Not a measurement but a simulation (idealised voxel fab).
Process module heading - voxel gate over fins
It is cross-section cut that appears here, measuring 255 nm in width, its square cells being 5 nm in size.
Notation: cross-section as square-cell grid; stated in bands, top first, going down; one or more cell rows per band.
First you get the band's top height and its bottom height, in nm, and then the materials it's made of, left to right, with each width in nm. If you see a single material with "all across", that one covers the band edge to edge. "blank" is empty space.
Height 0 is the level under which the wafer as received is all one material. The lowest band goes on downwards, as in "z 0 and below".
The two numbers in a width such as "30->40" mark its ends across the band: the first belongs to the top row of cells, the second to the bottom row, and from each row to the next the width moves by the same amount.
Given "identical to before" for a step, no cell of the cross-section differs between before and after that step.
Each empty space that has no open way to the top and spans at least 8 cells appears under "Sealed-off cavities" as width x height at distance, the distance counted from the left edge, all in nm.
The remark found on a step's line after its settings is issued by the simulator itself and pertains to that step.
"overlay nm", when on a step's line for a step with a mask, measures how far to the right of its planned place the mask lay; a negative measure means to the left.
Structure of the following material. The material consists of pairs of cross-sections. Each pair comprises the cross-section before one process step and the cross-section after that step, the latter shown only down to the lowest band that changed. The step between the cross-sections is specified beneath each pair, including its settings. Pairs are not necessarily consecutive: they may derive from different runs of this module performed on the same starting wafer. Continuity with the pair above is to be assumed only where the entry headed "Pre-process" of the pair in question states it.

[Pre-process]
- z 0 and below  Si all across
- Sealed-off cavities: none

[Result of Step]
- z 5 to 0  SiN all across
- Below 0, the layers are the same as they were.
- Sealed-off cavities: none
Step lying between the two cross-sections just above: CONFORMAL_DEP, material SiN, thk nm 5

Pre-process: equal to the after panel directly above.

[Result of Step]
- z 5 to 0  35 nm blank | 15 nm SiN | 40 nm blank | 15 nm SiN | 40 nm blank | 15 nm SiN | 40 nm blank | 15 nm SiN | 40 nm blank
- Below 0, the layers are the same as they were.
- Sealed-off cavities: none
Step lying between the two cross-sections just above: MASKED_ETCH, tone cover, mask id FINS, width nm 15, pitch nm 55, etch materials SiN, depth nm 5, overlay nm 0

Pre-process: equal to the after panel directly above.

[Result of Step]
- z 5 to 0  35 nm blank | 15 nm SiN | 40 nm blank | 15 nm SiN | 40 nm blank | 15 nm SiN | 40 nm blank | 15 nm SiN | 40 nm blank
- z 0 to -40  35 nm blank | 15 nm Si | 40 nm blank | 15 nm Si | 40 nm blank | 15 nm Si | 40 nm blank | 15 nm Si | 40 nm blank
- Below -40, the layers are the same as they were.
- Sealed-off cavities: none
Step lying between the two cross-sections just above: MASKED_ETCH, tone cover, mask id FINS, width nm 15, pitch nm 55, etch materials Si, depth nm 40, overlay nm 0

Pre-process: equal to the after panel directly above.

[Result of Step]
- z 10 to 5  SiO2 all across
- z 5 to 0  35 nm SiO2 | 15 nm SiN | 40 nm SiO2 | 15 nm SiN | 40 nm SiO2 | 15 nm SiN | 40 nm SiO2 | 15 nm SiN | 40 nm SiO2
- z 0 to -40  35 nm SiO2 | 15 nm Si | 40 nm SiO2 | 15 nm Si | 40 nm SiO2 | 15 nm Si | 40 nm SiO2 | 15 nm Si | 40 nm SiO2
- Below -40, the layers are the same as they were.
- Sealed-off cavities: none
Step lying between the two cross-sections just above: FILL_DEP, material SiO2, thk nm 5

Pre-process: equal to the after panel directly above.

[Result of Step]
- z 5 to 0  35 nm SiO2 | 15 nm SiN | 40 nm SiO2 | 15 nm SiN | 40 nm SiO2 | 15 nm SiN | 40 nm SiO2 | 15 nm SiN | 40 nm SiO2
- Below 0, the layers are the same as they were.
- Sealed-off cavities: none
Step lying between the two cross-sections just above: CMP, height nm 5

Pre-process: equal to the after panel directly above.

[Result of Step]
- z 25 to 5  60 nm resist | 15 nm blank | 180 nm resist
- Below 5, the layers are the same as they were.
- Sealed-off cavities: none
Step lying between the two cross-sections just above: PATTERN, tone open, mask id RAIL, material resist, width nm 15, thk nm 20, overlay nm 0

Pre-process: equal to the after panel directly above.

[Result of Step]
- z 25 to 5  60 nm resist | 15 nm blank | 180 nm resist
- z 5 to 0  35 nm SiO2 | 15 nm SiN | 10 nm SiO2 | 15 nm blank | 15 nm SiO2 | 15 nm SiN | 40 nm SiO2 | 15 nm SiN | 40 nm SiO2 | 15 nm SiN | 40 nm SiO2
- z 0 to -35  35 nm SiO2 | 15 nm Si | 10 nm SiO2 | 15 nm blank | 15 nm SiO2 | 15 nm Si | 40 nm SiO2 | 15 nm Si | 40 nm SiO2 | 15 nm Si | 40 nm SiO2
- Below -35, the layers are the same as they were.
- Sealed-off cavities: none
Step lying between the two cross-sections just above: DIRECTIONAL_ETCH, etch materials SiO2, depth nm 40

Pre-process: equal to the after panel directly above.

[Result of Step]
- z 5 to 0  35 nm SiO2 | 15 nm SiN | 10 nm SiO2 | 15 nm blank | 15 nm SiO2 | 15 nm SiN | 40 nm SiO2 | 15 nm SiN | 40 nm SiO2 | 15 nm SiN | 40 nm SiO2
- Below 0, the layers are the same as they were.
- Sealed-off cavities: none
Step lying between the two cross-sections just above: STRIP, etch materials resist

Pre-process: equal to the after panel directly above.

[Result of Step]
- z 10 to 5  65 nm TiN | 5 nm blank | 185 nm TiN
- z 5 to 0  35 nm SiO2 | 15 nm SiN | 10 nm SiO2 | 5 nm TiN | 5 nm blank | 5 nm TiN | 15 nm SiO2 | 15 nm SiN | 40 nm SiO2 | 15 nm SiN | 40 nm SiO2 | 15 nm SiN | 40 nm SiO2
- z 0 to -30  35 nm SiO2 | 15 nm Si | 10 nm SiO2 | 5 nm TiN | 5 nm blank | 5 nm TiN | 15 nm SiO2 | 15 nm Si | 40 nm SiO2 | 15 nm Si | 40 nm SiO2 | 15 nm Si | 40 nm SiO2
- z -30 to -35  35 nm SiO2 | 15 nm Si | 10 nm SiO2 | 15 nm TiN | 15 nm SiO2 | 15 nm Si | 40 nm SiO2 | 15 nm Si | 40 nm SiO2 | 15 nm Si | 40 nm SiO2
- Below -35, the layers are the same as they were.
- Sealed-off cavities: none
Step lying between the two cross-sections just above: CONFORMAL_DEP, material TiN, thk nm 5

Pre-process: equal to the after panel directly above.

[Result of Step]
- z 15 to 10  Ru all across
- z 10 to 5  65 nm TiN | 5 nm Ru | 185 nm TiN
- z 5 to 0  35 nm SiO2 | 15 nm SiN | 10 nm SiO2 | 5 nm TiN | 5 nm Ru | 5 nm TiN | 15 nm SiO2 | 15 nm SiN | 40 nm SiO2 | 15 nm SiN | 40 nm SiO2 | 15 nm SiN | 40 nm SiO2
- z 0 to -30  35 nm SiO2 | 15 nm Si | 10 nm SiO2 | 5 nm TiN | 5 nm Ru | 5 nm TiN | 15 nm SiO2 | 15 nm Si | 40 nm SiO2 | 15 nm Si | 40 nm SiO2 | 15 nm Si | 40 nm SiO2
- Below -30, the layers are the same as they were.
- Sealed-off cavities: none
Step lying between the two cross-sections just above: FILL_DEP, material Ru, thk nm 5

Pre-process: equal to the after panel directly above.

[Result of Step]
- z 5 to 0  35 nm SiO2 | 15 nm SiN | 10 nm SiO2 | 5 nm TiN | 5 nm Ru | 5 nm TiN | 15 nm SiO2 | 15 nm SiN | 40 nm SiO2 | 15 nm SiN | 40 nm SiO2 | 15 nm SiN | 40 nm SiO2
- Below 0, the layers are the same as they were.
- Sealed-off cavities: none
Step lying between the two cross-sections just above: CMP, height nm 5

Pre-process: equal to the after panel directly above.

[Result of Step]
- z 5 to 0  35 nm SiO2 | 15 nm SiN | 10 nm SiO2 | 15 nm blank | 15 nm SiO2 | 15 nm SiN | 40 nm SiO2 | 15 nm SiN | 40 nm SiO2 | 15 nm SiN | 40 nm SiO2
- z 0 to -20  35 nm SiO2 | 15 nm Si | 10 nm SiO2 | 15 nm blank | 15 nm SiO2 | 15 nm Si | 40 nm SiO2 | 15 nm Si | 40 nm SiO2 | 15 nm Si | 40 nm SiO2
- Below -20, the layers are the same as they were.
- Sealed-off cavities: none
Step lying between the two cross-sections just above: SELECTIVE_ETCH, etch materials W Ru TiN, depth nm 25

Pre-process: equal to the after panel directly above.

[Result of Step]
- z 10 to 5  SiO2 all across
- z 5 to 0  35 nm SiO2 | 15 nm SiN | 40 nm SiO2 | 15 nm SiN | 40 nm SiO2 | 15 nm SiN | 40 nm SiO2 | 15 nm SiN | 40 nm SiO2
- z 0 to -20  35 nm SiO2 | 15 nm Si | 40 nm SiO2 | 15 nm Si | 40 nm SiO2 | 15 nm Si | 40 nm SiO2 | 15 nm Si | 40 nm SiO2
- Below -20, the layers are the same as they were.
- Sealed-off cavities: none
Step lying between the two cross-sections just above: FILL_DEP, material SiO2, thk nm 5

Pre-process: equal to the after panel directly above.

[Result of Step]
- z 5 to 0  35 nm SiO2 | 15 nm SiN | 40 nm SiO2 | 15 nm SiN | 40 nm SiO2 | 15 nm SiN | 40 nm SiO2 | 15 nm SiN | 40 nm SiO2
- Below 0, the layers are the same as they were.
- Sealed-off cavities: none
Step lying between the two cross-sections just above: CMP, height nm 5

Pre-process: equal to the after panel directly above.

[Result of Step]
- z 5 to 0  35 nm blank | 15 nm SiN | 40 nm blank | 15 nm SiN | 40 nm blank | 15 nm SiN | 40 nm blank | 15 nm SiN | 40 nm blank
- z 0 to -10  35 nm blank | 15 nm Si | 40 nm blank | 15 nm Si | 40 nm blank | 15 nm Si | 40 nm blank | 15 nm Si | 40 nm blank
- Below -10, the layers are the same as they were.
- Sealed-off cavities: none
Step lying between the two cross-sections just above: SELECTIVE_ETCH, etch materials SiO2, depth nm 15

Pre-process: equal to the after panel directly above.

[Result of Step]
- z 0 to -10  35 nm blank | 15 nm Si | 40 nm blank | 15 nm Si | 40 nm blank | 15 nm Si | 40 nm blank | 15 nm Si | 40 nm blank
- Below -10, the layers are the same as they were.
- Sealed-off cavities: none
Step lying between the two cross-sections just above: STRIP, etch materials SiN

Pre-process: equal to the after panel directly above.

[Result of Step]
- z 5 to 0  30 nm blank | 25 nm HfO2 | 30 nm blank | 25 nm HfO2 | 30 nm blank | 25 nm HfO2 | 30 nm blank | 25 nm HfO2 | 35 nm blank
- z 0 to -5  30 nm blank | 5 nm HfO2 | 15 nm Si | 5 nm HfO2 | 30 nm blank | 5 nm HfO2 | 15 nm Si | 5 nm HfO2 | 30 nm blank | 5 nm HfO2 | 15 nm Si | 5 nm HfO2 | 30 nm blank | 5 nm HfO2 | 15 nm Si | 5 nm HfO2 | 35 nm blank
- z -5 to -10  35 nm HfO2 | 15 nm Si | 40 nm HfO2 | 15 nm Si | 40 nm HfO2 | 15 nm Si | 40 nm HfO2 | 15 nm Si | 40 nm HfO2
- Below -10, the layers are the same as they were.
- Sealed-off cavities: none
Step lying between the two cross-sections just above: CONFORMAL_DEP, material HfO2, thk nm 5

Pre-process: equal to the after panel directly above.

[Result of Step]
- z 10 to 5  25 nm blank | 35 nm TiN | 20 nm blank | 35 nm TiN | 20 nm blank | 35 nm TiN | 20 nm blank | 35 nm TiN | 30 nm blank
- z 5 to 0  25 nm blank | 5 nm TiN | 25 nm HfO2 | 5 nm TiN | 20 nm blank | 5 nm TiN | 25 nm HfO2 | 5 nm TiN | 20 nm blank | 5 nm TiN | 25 nm HfO2 | 5 nm TiN | 20 nm blank | 5 nm TiN | 25 nm HfO2 | 5 nm TiN | 30 nm blank
- z 0 to -5  30 nm TiN | 5 nm HfO2 | 15 nm Si | 5 nm HfO2 | 30 nm TiN | 5 nm HfO2 | 15 nm Si | 5 nm HfO2 | 30 nm TiN | 5 nm HfO2 | 15 nm Si | 5 nm HfO2 | 30 nm TiN | 5 nm HfO2 | 15 nm Si | 5 nm HfO2 | 35 nm TiN
- Below -5, the layers are the same as they were.
- Sealed-off cavities: none
Step lying between the two cross-sections just above: CONFORMAL_DEP, material TiN, thk nm 5

Pre-process: equal to the after panel directly above.

[Result of Step]
- z 15 to 10  20 nm blank | 45 nm TiAl | 10 nm blank | 45 nm TiAl | 10 nm blank | 45 nm TiAl | 10 nm blank | 45 nm TiAl | 25 nm blank
- z 10 to 5  20 nm blank | 5 nm TiAl | 35 nm TiN | 5 nm TiAl | 10 nm blank | 5 nm TiAl | 35 nm TiN | 5 nm TiAl | 10 nm blank | 5 nm TiAl | 35 nm TiN | 5 nm TiAl | 10 nm blank | 5 nm TiAl | 35 nm TiN | 5 nm TiAl | 25 nm blank
- z 5 to 0  25 nm TiAl | 5 nm TiN | 25 nm HfO2 | 5 nm TiN | 20 nm TiAl | 5 nm TiN | 25 nm HfO2 | 5 nm TiN | 20 nm TiAl | 5 nm TiN | 25 nm HfO2 | 5 nm TiN | 20 nm TiAl | 5 nm TiN | 25 nm HfO2 | 5 nm TiN | 30 nm TiAl
- Below 0, the layers are the same as they were.
- Sealed-off cavities: none
Step lying between the two cross-sections just above: CONFORMAL_DEP, material TiAl, thk nm 5

Pre-process: equal to the after panel directly above.

[Result of Step]
- z 20 to 15  15 nm blank | 220 nm TiN | 20 nm blank
- z 15 to 10  15 nm blank | 5 nm TiN | 45 nm TiAl | 10 nm TiN | 45 nm TiAl | 10 nm TiN | 45 nm TiAl | 10 nm TiN | 45 nm TiAl | 5 nm TiN | 20 nm blank
- z 10 to 5  20 nm TiN | 5 nm TiAl | 35 nm TiN | 5 nm TiAl | 10 nm TiN | 5 nm TiAl | 35 nm TiN | 5 nm TiAl | 10 nm TiN | 5 nm TiAl | 35 nm TiN | 5 nm TiAl | 10 nm TiN | 5 nm TiAl | 35 nm TiN | 5 nm TiAl | 25 nm TiN
- Below 5, the layers are the same as they were.
- Sealed-off cavities: none
Step lying between the two cross-sections just above: CONFORMAL_DEP, material TiN, thk nm 5

Pre-process: equal to the after panel directly above.

[Result of Step]
- z 35 to 20  W all across
- z 20 to 15  15 nm W | 220 nm TiN | 20 nm W
- z 15 to 10  15 nm W | 5 nm TiN | 45 nm TiAl | 10 nm TiN | 45 nm TiAl | 10 nm TiN | 45 nm TiAl | 10 nm TiN | 45 nm TiAl | 5 nm TiN | 20 nm W
- Below 10, the layers are the same as they were.
- Sealed-off cavities: none
Step lying between the two cross-sections just above: FILL_DEP, material W, thk nm 15

Pre-process: equal to the after panel directly above.

[Result of Step]
- z 30 to 20  W all across
- Below 20, the layers are the same as they were.
- Sealed-off cavities: none
Step lying between the two cross-sections just above: CMP, height nm 30

Pre-process: equal to the after panel directly above.

[Result of Step]
- z 40 to 30  SiN all across
- Below 30, the layers are the same as they were.
- Sealed-off cavities: none
Step lying between the two cross-sections just above: CONFORMAL_DEP, material SiN, thk nm 10

[Pre-process]
- z 0 to -10  35 nm blank | 15 nm Si | 40 nm blank | 15 nm Si | 40 nm blank | 15 nm Si | 40 nm blank | 15 nm Si | 40 nm blank
- z -10 to -20  35 nm SiO2 | 15 nm Si | 40 nm SiO2 | 15 nm Si | 40 nm SiO2 | 15 nm Si | 40 nm SiO2 | 15 nm Si | 40 nm SiO2
- z -20 to -30  35 nm SiO2 | 15 nm Si | 10 nm SiO2 | 5 nm TiN | 5 nm Ru | 5 nm TiN | 15 nm SiO2 | 15 nm Si | 40 nm SiO2 | 15 nm Si | 40 nm SiO2 | 15 nm Si | 40 nm SiO2
- z -30 to -35  35 nm SiO2 | 15 nm Si | 10 nm SiO2 | 15 nm TiN | 15 nm SiO2 | 15 nm Si | 40 nm SiO2 | 15 nm Si | 40 nm SiO2 | 15 nm Si | 40 nm SiO2
- z -35 to -40  35 nm SiO2 | 15 nm Si | 40 nm SiO2 | 15 nm Si | 40 nm SiO2 | 15 nm Si | 40 nm SiO2 | 15 nm Si | 40 nm SiO2
- z -40 and below  Si all across
- Sealed-off cavities: none

[Result of Step]
- z 5 to 0  30 nm blank | 25 nm TiN | 30 nm blank | 25 nm TiN | 30 nm blank | 25 nm TiN | 30 nm blank | 25 nm TiN | 35 nm blank
- z 0 to -5  30 nm blank | 5 nm TiN | 15 nm Si | 5 nm TiN | 30 nm blank | 5 nm TiN | 15 nm Si | 5 nm TiN | 30 nm blank | 5 nm TiN | 15 nm Si | 5 nm TiN | 30 nm blank | 5 nm TiN | 15 nm Si | 5 nm TiN | 35 nm blank
- z -5 to -10  35 nm TiN | 15 nm Si | 40 nm TiN | 15 nm Si | 40 nm TiN | 15 nm Si | 40 nm TiN | 15 nm Si | 40 nm TiN
- Below -10, the layers are the same as they were.
- Sealed-off cavities: none
Step lying between the two cross-sections just above: CONFORMAL_DEP, material TiN, thk nm 5

Pre-process: equal to the after panel directly above.

[Result of Step]
- z 10 to 5  25 nm blank | 35 nm TiAl | 20 nm blank | 35 nm TiAl | 20 nm blank | 35 nm TiAl | 20 nm blank | 35 nm TiAl | 30 nm blank
- z 5 to 0  25 nm blank | 5 nm TiAl | 25 nm TiN | 5 nm TiAl | 20 nm blank | 5 nm TiAl | 25 nm TiN | 5 nm TiAl | 20 nm blank | 5 nm TiAl | 25 nm TiN | 5 nm TiAl | 20 nm blank | 5 nm TiAl | 25 nm TiN | 5 nm TiAl | 30 nm blank
- z 0 to -5  30 nm TiAl | 5 nm TiN | 15 nm Si | 5 nm TiN | 30 nm TiAl | 5 nm TiN | 15 nm Si | 5 nm TiN | 30 nm TiAl | 5 nm TiN | 15 nm Si | 5 nm TiN | 30 nm TiAl | 5 nm TiN | 15 nm Si | 5 nm TiN | 35 nm TiAl
- Below -5, the layers are the same as they were.
- Sealed-off cavities: none
Step lying between the two cross-sections just above: CONFORMAL_DEP, material TiAl, thk nm 5

Pre-process: equal to the after panel directly above.

[Result of Step]
- z 15 to 10  20 nm blank | 45 nm TiN | 10 nm blank | 45 nm TiN | 10 nm blank | 45 nm TiN | 10 nm blank | 45 nm TiN | 25 nm blank
- z 10 to 5  20 nm blank | 5 nm TiN | 35 nm TiAl | 5 nm TiN | 10 nm blank | 5 nm TiN | 35 nm TiAl | 5 nm TiN | 10 nm blank | 5 nm TiN | 35 nm TiAl | 5 nm TiN | 10 nm blank | 5 nm TiN | 35 nm TiAl | 5 nm TiN | 25 nm blank
- z 5 to 0  25 nm TiN | 5 nm TiAl | 25 nm TiN | 5 nm TiAl | 20 nm TiN | 5 nm TiAl | 25 nm TiN | 5 nm TiAl | 20 nm TiN | 5 nm TiAl | 25 nm TiN | 5 nm TiAl | 20 nm TiN | 5 nm TiAl | 25 nm TiN | 5 nm TiAl | 30 nm TiN
- Below 0, the layers are the same as they were.
- Sealed-off cavities: none
Step lying between the two cross-sections just above: CONFORMAL_DEP, material TiN, thk nm 5

Pre-process: equal to the after panel directly above.

[Result of Step]
- z 30 to 15  W all across
- z 15 to 10  20 nm W | 45 nm TiN | 10 nm W | 45 nm TiN | 10 nm W | 45 nm TiN | 10 nm W | 45 nm TiN | 25 nm W
- z 10 to 5  20 nm W | 5 nm TiN | 35 nm TiAl | 5 nm TiN | 10 nm W | 5 nm TiN | 35 nm TiAl | 5 nm TiN | 10 nm W | 5 nm TiN | 35 nm TiAl | 5 nm TiN | 10 nm W | 5 nm TiN | 35 nm TiAl | 5 nm TiN | 25 nm W
- Below 5, the layers are the same as they were.
- Sealed-off cavities: none
Step lying between the two cross-sections just above: FILL_DEP, material W, thk nm 15

Pre-process: equal to the after panel directly above.

[Result of Step]
- z 40 to 30  SiN all across
- Below 30, the layers are the same as they were.
- Sealed-off cavities: none
Step lying between the two cross-sections just above: CONFORMAL_DEP, material SiN, thk nm 10

[Pre-process]
- z 5 to 0  35 nm blank | 15 nm SiN | 40 nm blank | 15 nm SiN | 40 nm blank | 15 nm SiN | 40 nm blank | 15 nm SiN | 40 nm blank
- z 0 to -10  35 nm blank | 15 nm Si | 40 nm blank | 15 nm Si | 40 nm blank | 15 nm Si | 40 nm blank | 15 nm Si | 40 nm blank
- z -10 to -20  35 nm SiO2 | 15 nm Si | 40 nm SiO2 | 15 nm Si | 40 nm SiO2 | 15 nm Si | 40 nm SiO2 | 15 nm Si | 40 nm SiO2
- z -20 to -30  35 nm SiO2 | 15 nm Si | 10 nm SiO2 | 5 nm TiN | 5 nm Ru | 5 nm TiN | 15 nm SiO2 | 15 nm Si | 40 nm SiO2 | 15 nm Si | 40 nm SiO2 | 15 nm Si | 40 nm SiO2
- z -30 to -35  35 nm SiO2 | 15 nm Si | 10 nm SiO2 | 15 nm TiN | 15 nm SiO2 | 15 nm Si | 40 nm SiO2 | 15 nm Si | 40 nm SiO2 | 15 nm Si | 40 nm SiO2
- z -35 to -40  35 nm SiO2 | 15 nm Si | 40 nm SiO2 | 15 nm Si | 40 nm SiO2 | 15 nm Si | 40 nm SiO2 | 15 nm Si | 40 nm SiO2
- z -40 and below  Si all across
- Sealed-off cavities: none

[Result of Step]
- z 5 to 0  35 nm blank | 15 nm SiN | 40 nm blank | 15 nm SiN | 40 nm blank | 15 nm SiN | 40 nm blank | 15 nm SiN | 40 nm blank
- z 0 to -20  35 nm blank | 15 nm Si | 40 nm blank | 15 nm Si | 40 nm blank | 15 nm Si | 40 nm blank | 15 nm Si | 40 nm blank
- z -20 to -25  35 nm blank | 15 nm Si | 10 nm blank | 5 nm TiN | 5 nm Ru | 5 nm TiN | 15 nm blank | 15 nm Si | 40 nm blank | 15 nm Si | 40 nm blank | 15 nm Si | 40 nm blank
- Below -25, the layers are the same as they were.
- Sealed-off cavities: none
Step lying between the two cross-sections just above: SELECTIVE_ETCH, etch materials SiO2, depth nm 15

Pre-process: equal to the after panel directly above.

[Result of Step]
- z 0 to -20  35 nm blank | 15 nm Si | 40 nm blank | 15 nm Si | 40 nm blank | 15 nm Si | 40 nm blank | 15 nm Si | 40 nm blank
- Below -20, the layers are the same as they were.
- Sealed-off cavities: none
Step lying between the two cross-sections just above: STRIP, etch materials SiN

Pre-process: equal to the after panel directly above.

[Result of Step]
- z 5 to 0  30 nm blank | 25 nm HfO2 | 30 nm blank | 25 nm HfO2 | 30 nm blank | 25 nm HfO2 | 30 nm blank | 25 nm HfO2 | 35 nm blank
- z 0 to -15  30 nm blank | 5 nm HfO2 | 15 nm Si | 5 nm HfO2 | 30 nm blank | 5 nm HfO2 | 15 nm Si | 5 nm HfO2 | 30 nm blank | 5 nm HfO2 | 15 nm Si | 5 nm HfO2 | 30 nm blank | 5 nm HfO2 | 15 nm Si | 5 nm HfO2 | 35 nm blank
- z -15 to -20  30 nm blank | 5 nm HfO2 | 15 nm Si | 30 nm HfO2 | 5 nm blank | 5 nm HfO2 | 15 nm Si | 5 nm HfO2 | 30 nm blank | 5 nm HfO2 | 15 nm Si | 5 nm HfO2 | 30 nm blank | 5 nm HfO2 | 15 nm Si | 5 nm HfO2 | 35 nm blank
- z -20 to -25  35 nm HfO2 | 15 nm Si | 10 nm HfO2 | 5 nm TiN | 5 nm Ru | 5 nm TiN | 15 nm HfO2 | 15 nm Si | 40 nm HfO2 | 15 nm Si | 40 nm HfO2 | 15 nm Si | 40 nm HfO2
- Below -25, the layers are the same as they were.
- Sealed-off cavities: none
Step lying between the two cross-sections just above: CONFORMAL_DEP, material HfO2, thk nm 5

Pre-process: equal to the after panel directly above.

[Result of Step]
- z 10 to 5  25 nm blank | 35 nm TiN | 20 nm blank | 35 nm TiN | 20 nm blank | 35 nm TiN | 20 nm blank | 35 nm TiN | 30 nm blank
- z 5 to 0  25 nm blank | 5 nm TiN | 25 nm HfO2 | 5 nm TiN | 20 nm blank | 5 nm TiN | 25 nm HfO2 | 5 nm TiN | 20 nm blank | 5 nm TiN | 25 nm HfO2 | 5 nm TiN | 20 nm blank | 5 nm TiN | 25 nm HfO2 | 5 nm TiN | 30 nm blank
- z 0 to -10  25 nm blank | 5 nm TiN | 5 nm HfO2 | 15 nm Si | 5 nm HfO2 | 5 nm TiN | 20 nm blank | 5 nm TiN | 5 nm HfO2 | 15 nm Si | 5 nm HfO2 | 5 nm TiN | 20 nm blank | 5 nm TiN | 5 nm HfO2 | 15 nm Si | 5 nm HfO2 | 5 nm TiN | 20 nm blank | 5 nm TiN | 5 nm HfO2 | 15 nm Si | 5 nm HfO2 | 5 nm TiN | 30 nm blank
- z -10 to -15  25 nm blank | 5 nm TiN | 5 nm HfO2 | 15 nm Si | 5 nm HfO2 | 30 nm TiN | 5 nm HfO2 | 15 nm Si | 5 nm HfO2 | 5 nm TiN | 20 nm blank | 5 nm TiN | 5 nm HfO2 | 15 nm Si | 5 nm HfO2 | 5 nm TiN | 20 nm blank | 5 nm TiN | 5 nm HfO2 | 15 nm Si | 5 nm HfO2 | 5 nm TiN | 30 nm blank
- z -15 to -20  30 nm TiN | 5 nm HfO2 | 15 nm Si | 30 nm HfO2 | 5 nm TiN | 5 nm HfO2 | 15 nm Si | 5 nm HfO2 | 30 nm TiN | 5 nm HfO2 | 15 nm Si | 5 nm HfO2 | 30 nm TiN | 5 nm HfO2 | 15 nm Si | 5 nm HfO2 | 35 nm TiN
- Below -20, the layers are the same as they were.
- Sealed-off cavities: none
Step lying between the two cross-sections just above: CONFORMAL_DEP, material TiN, thk nm 5

Pre-process: equal to the after panel directly above.

[Result of Step]
- z 15 to 10  20 nm blank | 45 nm TiAl | 10 nm blank | 45 nm TiAl | 10 nm blank | 45 nm TiAl | 10 nm blank | 45 nm TiAl | 25 nm blank
- z 10 to 5  20 nm blank | 5 nm TiAl | 35 nm TiN | 5 nm TiAl | 10 nm blank | 5 nm TiAl | 35 nm TiN | 5 nm TiAl | 10 nm blank | 5 nm TiAl | 35 nm TiN | 5 nm TiAl | 10 nm blank | 5 nm TiAl | 35 nm TiN | 5 nm TiAl | 25 nm blank
- z 5 to 0  20 nm blank | 5 nm TiAl | 5 nm TiN | 25 nm HfO2 | 5 nm TiN | 5 nm TiAl | 10 nm blank | 5 nm TiAl | 5 nm TiN | 25 nm HfO2 | 5 nm TiN | 5 nm TiAl | 10 nm blank | 5 nm TiAl | 5 nm TiN | 25 nm HfO2 | 5 nm TiN | 5 nm TiAl | 10 nm blank | 5 nm TiAl | 5 nm TiN | 25 nm HfO2 | 5 nm TiN | 5 nm TiAl | 25 nm blank
- z 0 to -5  20 nm blank | 5 nm TiAl | 5 nm TiN | 5 nm HfO2 | 15 nm Si | 5 nm HfO2 | 5 nm TiN | 5 nm TiAl | 10 nm blank | 5 nm TiAl | 5 nm TiN | 5 nm HfO2 | 15 nm Si | 5 nm HfO2 | 5 nm TiN | 5 nm TiAl | 10 nm blank | 5 nm TiAl | 5 nm TiN | 5 nm HfO2 | 15 nm Si | 5 nm HfO2 | 5 nm TiN | 5 nm TiAl | 10 nm blank | 5 nm TiAl | 5 nm TiN | 5 nm HfO2 | 15 nm Si | 5 nm HfO2 | 5 nm TiN | 5 nm TiAl | 25 nm blank
- z -5 to -10  20 nm blank | 5 nm TiAl | 5 nm TiN | 5 nm HfO2 | 15 nm Si | 5 nm HfO2 | 5 nm TiN | 20 nm TiAl | 5 nm TiN | 5 nm HfO2 | 15 nm Si | 5 nm HfO2 | 5 nm TiN | 5 nm TiAl | 10 nm blank | 5 nm TiAl | 5 nm TiN | 5 nm HfO2 | 15 nm Si | 5 nm HfO2 | 5 nm TiN | 5 nm TiAl | 10 nm blank | 5 nm TiAl | 5 nm TiN | 5 nm HfO2 | 15 nm Si | 5 nm HfO2 | 5 nm TiN | 5 nm TiAl | 25 nm blank
- z -10 to -15  25 nm TiAl | 5 nm TiN | 5 nm HfO2 | 15 nm Si | 5 nm HfO2 | 30 nm TiN | 5 nm HfO2 | 15 nm Si | 5 nm HfO2 | 5 nm TiN | 20 nm TiAl | 5 nm TiN | 5 nm HfO2 | 15 nm Si | 5 nm HfO2 | 5 nm TiN | 20 nm TiAl | 5 nm TiN | 5 nm HfO2 | 15 nm Si | 5 nm HfO2 | 5 nm TiN | 30 nm TiAl
- Below -15, the layers are the same as they were.
- Sealed-off cavities: none
Step lying between the two cross-sections just above: CONFORMAL_DEP, material TiAl, thk nm 5

Pre-process: equal to the after panel directly above.

[Result of Step]
- z 20 to 15  15 nm blank | 220 nm TiN | 20 nm blank
- z 15 to 10  15 nm blank | 5 nm TiN | 45 nm TiAl | 10 nm TiN | 45 nm TiAl | 10 nm TiN | 45 nm TiAl | 10 nm TiN | 45 nm TiAl | 5 nm TiN | 20 nm blank
- z 10 to 5  15 nm blank | 5 nm TiN | 5 nm TiAl | 35 nm TiN | 5 nm TiAl | 10 nm TiN | 5 nm TiAl | 35 nm TiN | 5 nm TiAl | 10 nm TiN | 5 nm TiAl | 35 nm TiN | 5 nm TiAl | 10 nm TiN | 5 nm TiAl | 35 nm TiN | 5 nm TiAl | 5 nm TiN | 20 nm blank
- z 5 to 0  15 nm blank | 5 nm TiN | 5 nm TiAl | 5 nm TiN | 25 nm HfO2 | 5 nm TiN | 5 nm TiAl | 10 nm TiN | 5 nm TiAl | 5 nm TiN | 25 nm HfO2 | 5 nm TiN | 5 nm TiAl | 10 nm TiN | 5 nm TiAl | 5 nm TiN | 25 nm HfO2 | 5 nm TiN | 5 nm TiAl | 10 nm TiN | 5 nm TiAl | 5 nm TiN | 25 nm HfO2 | 5 nm TiN | 5 nm TiAl | 5 nm TiN | 20 nm blank
- z 0 to -5  15 nm blank | 5 nm TiN | 5 nm TiAl | 5 nm TiN | 5 nm HfO2 | 15 nm Si | 5 nm HfO2 | 5 nm TiN | 5 nm TiAl | 10 nm TiN | 5 nm TiAl | 5 nm TiN | 5 nm HfO2 | 15 nm Si | 5 nm HfO2 | 5 nm TiN | 5 nm TiAl | 10 nm TiN | 5 nm TiAl | 5 nm TiN | 5 nm HfO2 | 15 nm Si | 5 nm HfO2 | 5 nm TiN | 5 nm TiAl | 10 nm TiN | 5 nm TiAl | 5 nm TiN | 5 nm HfO2 | 15 nm Si | 5 nm HfO2 | 5 nm TiN | 5 nm TiAl | 5 nm TiN | 20 nm blank
- z -5 to -10  20 nm TiN | 5 nm TiAl | 5 nm TiN | 5 nm HfO2 | 15 nm Si | 5 nm HfO2 | 5 nm TiN | 20 nm TiAl | 5 nm TiN | 5 nm HfO2 | 15 nm Si | 5 nm HfO2 | 5 nm TiN | 5 nm TiAl | 10 nm TiN | 5 nm TiAl | 5 nm TiN | 5 nm HfO2 | 15 nm Si | 5 nm HfO2 | 5 nm TiN | 5 nm TiAl | 10 nm TiN | 5 nm TiAl | 5 nm TiN | 5 nm HfO2 | 15 nm Si | 5 nm HfO2 | 5 nm TiN | 5 nm TiAl | 25 nm TiN
- Below -10, the layers are the same as they were.
- Sealed-off cavities: none
Step lying between the two cross-sections just above: CONFORMAL_DEP, material TiN, thk nm 5
